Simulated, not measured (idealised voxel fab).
process module | voxel trench capacitor
cross-section cut | 185 nm wide | cells 5 nm
A cross-section is a grid of square cells, given in bands from the top down. A band is one or more rows of cells.
Each band's line starts with the height of the band's top and of its bottom, in nm. Then come its materials from left to right, each with its width in nm. One material with "throughout" fills the band from edge to edge. "air" is empty space.
Height 0 is the level under which the wafer as received is all one material. The lowest band goes on downwards, as in "0 down".
A width such as "30 to 40" changes by the same amount from each row of cells to the next, from the band's top row to its bottom row.
"no change" after a step means that no cell of the cross-section changed.
closed voids: empty space of 8 cells or more with no open way to the top, each as width x height at its distance from the left edge, in nm
after a step's settings: what the simulator itself notes on the step
overlay nm, on a step with a mask: how far to the right of its planned place the mask lay; to the left if negative
plan
1 op RECEIVE | material Si
2 op CONFORMAL_DEP | material SiN | thk nm 10
3 op DIRECTIONAL_DEP | material aC | thk nm 15
4 op PATTERN | tone open | mask id TRENCH | material resist | width nm 25 | pitch nm 50 | thk nm 30 | overlay nm 0
5 op DIRECTIONAL_ETCH | etch materials aC | depth nm 15
6 op STRIP | etch materials resist
7 op DIRECTIONAL_ETCH | etch materials SiN | depth nm 10
8 op DIRECTIONAL_ETCH | etch materials Si | depth nm 35
9 op STRIP | etch materials aC
10 op CONFORMAL_DEP | material Al2O3 | thk nm 5
11 op CONFORMAL_DEP | material TiN | thk nm 5
12 op FILL_DEP | material W | thk nm 10
13 op CMP | height nm 10
varied across the wafers: thk nm of step 11. The plan shows the first wafer's value. All wafers start alike
first wafer as received, after step 1
  0 down: Si throughout
  closed voids: none
first wafer at the end, after step 13
  10 to 0: SiN 55 | Al2O3 5 | TiN 5 | W 5 | TiN 5 | Al2O3 5 | SiN 25 | Al2O3 5 | TiN 5 | W 5 | TiN 5 | Al2O3 5 | SiN 55
  0 to -25: Si 55 | Al2O3 5 | TiN 5 | W 5 | TiN 5 | Al2O3 5 | Si 25 | Al2O3 5 | TiN 5 | W 5 | TiN 5 | Al2O3 5 | Si 55
  -25 to -30: Si 55 | Al2O3 5 | TiN 15 | Al2O3 5 | Si 25 | Al2O3 5 | TiN 15 | Al2O3 5 | Si 55
  -30 to -35: Si 55 | Al2O3 25 | Si 25 | Al2O3 25 | Si 55
  -35 down: Si throughout
  closed voids: none
last wafer at the end
  10 to 0: SiN 55 | Al2O3 5 | TiN 15 | Al2O3 5 | SiN 25 | Al2O3 5 | TiN 15 | Al2O3 5 | SiN 55
  0 to -30: Si 55 | Al2O3 5 | TiN 15 | Al2O3 5 | Si 25 | Al2O3 5 | TiN 15 | Al2O3 5 | Si 55
  -30 to -35: Si 55 | Al2O3 25 | Si 25 | Al2O3 25 | Si 55
  -35 down: Si throughout
  closed voids: none
each wafer at the end: cells of each material gained (+) or lost (-) since it was received, then its closed voids
thk nm 5 | +42 Al2O3 | -70 Si | +54 SiN | +34 TiN | +14 W | closed voids: none
thk nm 10 | +42 Al2O3 | -70 Si | +54 SiN | +48 TiN | closed voids: none
thk nm 15 | +42 Al2O3 | -70 Si | +54 SiN | +48 TiN | closed voids: none
thk nm 20 | +42 Al2O3 | -70 Si | +54 SiN | +48 TiN | closed voids: none
